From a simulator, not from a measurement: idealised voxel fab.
process module | voxel transistor to metal
cross-section cut | 155 nm wide | cells 5 nm
A cross-section is a grid of square cells, given in bands from the top down. A band is one or more rows of cells.
Each band's line starts with the height of the band's top and of its bottom, in nm. Then come its materials from left to right, each with its width in nm. One material with "throughout" fills the band from edge to edge. "air" is empty space.
Height 0 is the level under which the wafer as received is all one material. The lowest band goes on downwards, as in "0 down".
A width such as "30 to 40" changes by the same amount from each row of cells to the next, from the band's top row to its bottom row.
"no change" after a step means that no cell of the cross-section changed.
closed voids: empty space of 8 cells or more with no open way to the top, each as width x height at its distance from the left edge, in nm
after a step's settings: what the simulator itself notes on the step
overlay nm, on a step with a mask: how far to the right of its planned place the mask lay; to the left if negative
plan
1 op RECEIVE | material Si
2 op OXIDIZE | depth nm 5
3 op CONFORMAL_DEP | material SiN | thk nm 15
4 op DIRECTIONAL_DEP | material aC | thk nm 15
5 op PATTERN | tone cover | mask id ACTIVE | material resist | width nm 110 | thk nm 35 | overlay nm 0
6 op DIRECTIONAL_ETCH | etch materials aC | depth nm 15
7 op STRIP | etch materials resist
8 op DIRECTIONAL_ETCH | etch materials SiN | depth nm 15
9 op DIRECTIONAL_ETCH | etch materials SiO2 | depth nm 5
10 op DIRECTIONAL_ETCH | etch materials Si | depth nm 35
11 op STRIP | etch materials aC
12 op OXIDIZE | depth nm 5
13 op FILL_DEP | material SiO2 | thk nm 15
14 op CMP | height nm 15
15 op SELECTIVE_ETCH | etch materials SiO2 | depth nm 10
16 op STRIP | etch materials SiN
17 op SELECTIVE_ETCH | etch materials SiO2 | depth nm 5
18 op OXIDIZE | depth nm 5
19 op DIRECTIONAL_DEP | material polySi | thk nm 25
20 op DIRECTIONAL_DEP | material SiCN | thk nm 10
21 op DIRECTIONAL_DEP | material aC | thk nm 10
22 op PATTERN | tone cover | mask id GATE | material resist | width nm 20 | thk nm 25 | overlay nm 0
23 op DIRECTIONAL_ETCH | etch materials aC | depth nm 10
24 op STRIP | etch materials resist
25 op DIRECTIONAL_ETCH | etch materials SiCN | depth nm 20
26 op DIRECTIONAL_ETCH | etch materials polySi | depth nm 35
27 op STRIP | etch materials aC
28 op CONFORMAL_DEP | material SiN | thk nm 5
29 op DIRECTIONAL_ETCH | etch materials SiN | depth nm 5
30 op DIRECTIONAL_ETCH | etch materials SiO2 | depth nm 5
31 op DIRECTIONAL_ETCH | etch materials Si | depth nm 10
32 op EPI | material pSi | thk nm 15
33 op FILL_DEP | material SiO2 | thk nm 10
34 op CMP | height nm 30
35 op DIRECTIONAL_DEP | material SiO2 | thk nm 15
36 op MASKED_ETCH | tone open | mask id CONTACT | width nm 30 | pitch nm 60 | etch materials SiO2 | depth nm 50 | overlay nm 0
37 op CONFORMAL_DEP | material TiN | thk nm 5
38 op FILL_DEP | material Ru | thk nm 10
39 op CMP | height nm 45
40 op CONFORMAL_DEP | material SiCN | thk nm 5
41 op DIRECTIONAL_DEP | material SiO2 | thk nm 25
42 op PATTERN | tone open | mask id METAL_1 | material resist | width nm 20 | pitch nm 70 | thk nm 20 | overlay nm 0
43 op DIRECTIONAL_ETCH | etch materials SiO2 | depth nm 25
44 op DIRECTIONAL_ETCH | etch materials SiCN | depth nm 5
45 op STRIP | etch materials resist
46 op CONFORMAL_DEP | material TiN | thk nm 5
47 op FILL_DEP | material W | thk nm 5
48 op CMP | height nm 75
49 op EPI | material Ru | thk nm 5
50 op FILL_DEP | material SiCN | thk nm 5
as received, after step 1
  0 down: Si throughout
  closed voids: none
first wafer at the end, as planned
  85 to 80: SiCN throughout
  80 to 75: SiCN 25 | Ru 30 | SiCN 40 | Ru 30 | SiCN 30
  75 to 50: SiO2 30 | TiN 5 | W 10 | TiN 5 | SiO2 50 | TiN 5 | W 10 | TiN 5 | SiO2 35
  50 to 45: SiCN 30 | TiN 20 | SiCN 50 | TiN 20 | SiCN 35
  45 to 30: SiO2 30 | TiN 5 | Ru 20 | TiN 5 | SiO2 30 | TiN 5 | Ru 20 | TiN 5 | SiO2 35
  30 to 20: SiO2 30 | TiN 5 | Ru 20 | TiN 5 | SiN 5 | SiCN 20 | SiN 5 | TiN 5 | Ru 20 | TiN 5 | SiO2 35
  20 to 10: SiO2 30 | TiN 5 | Ru 20 | TiN 5 | SiN 5 | polySi 20 | SiN 5 | TiN 5 | Ru 20 | TiN 5 | SiO2 35
  10 to 5: SiO2 30 | TiN 5 | Ru 5 | TiN 20 | SiN 5 | polySi 20 | SiN 5 | TiN 20 | Ru 5 | TiN 5 | SiO2 35
  5 to 0: SiO2 30 | TiN 5 | Ru 5 | TiN 5 | pSi 15 | SiN 5 | polySi 20 | SiN 5 | pSi 15 | TiN 5 | Ru 5 | TiN 5 | SiO2 35
  0 to -5: SiO2 15 | SiN 5 | SiO2 10 | TiN 15 | pSi 15 | SiN 5 | polySi 20 | SiN 5 | pSi 15 | TiN 15 | SiO2 10 | SiN 5 | SiO2 20
  -5 to -10: SiO2 20 | pSi 40 | SiO2 30 | pSi 40 | SiO2 25
  -10 to -20: SiO2 25 | pSi 35 | Si 30 | pSi 35 | SiO2 30
  -20 to -45: SiO2 25 | Si 100 | SiO2 30
  -45 down: Si throughout
  closed voids: none
second wafer at the end: like start, like plan, one mistake
  85 to 80: SiCN throughout
  80 to 75: SiCN 25 | Ru 30 | SiCN 40 | Ru 30 | SiCN 30
  75 to 50: SiO2 30 | TiN 5 | W 10 | TiN 5 | SiO2 50 | TiN 5 | W 10 | TiN 5 | SiO2 35
  50 to 45: SiCN 30 | TiN 20 | SiCN 50 | TiN 20 | SiCN 35
  45 to 30: SiO2 30 | TiN 5 | W 20 | TiN 5 | SiO2 30 | TiN 5 | W 20 | TiN 5 | SiO2 35
  30 to 20: SiO2 30 | TiN 5 | W 20 | TiN 5 | SiN 5 | SiCN 20 | SiN 5 | TiN 5 | W 20 | TiN 5 | SiO2 35
  20 to 10: SiO2 30 | TiN 5 | W 20 | TiN 5 | SiN 5 | polySi 20 | SiN 5 | TiN 5 | W 20 | TiN 5 | SiO2 35
  10 to 5: SiO2 30 | TiN 5 | W 5 | TiN 20 | SiN 5 | polySi 20 | SiN 5 | TiN 20 | W 5 | TiN 5 | SiO2 35
  5 to 0: SiO2 30 | TiN 5 | W 5 | TiN 5 | pSi 15 | SiN 5 | polySi 20 | SiN 5 | pSi 15 | TiN 5 | W 5 | TiN 5 | SiO2 35
  0 to -5: SiO2 15 | SiN 5 | SiO2 10 | TiN 15 | pSi 15 | SiN 5 | polySi 20 | SiN 5 | pSi 15 | TiN 15 | SiO2 10 | SiN 5 | SiO2 20
  -5 to -10: SiO2 20 | pSi 40 | SiO2 30 | pSi 40 | SiO2 25
  -10 to -20: SiO2 25 | pSi 35 | Si 30 | pSi 35 | SiO2 30
  -20 to -45: SiO2 25 | Si 100 | SiO2 30
  -45 down: Si throughout
  closed voids: none
what went wrong: step 38 ran as: op FILL_DEP | material W | thk nm 10
at the end the second wafer has, in cells: 60 fewer of Ru | 60 more of W
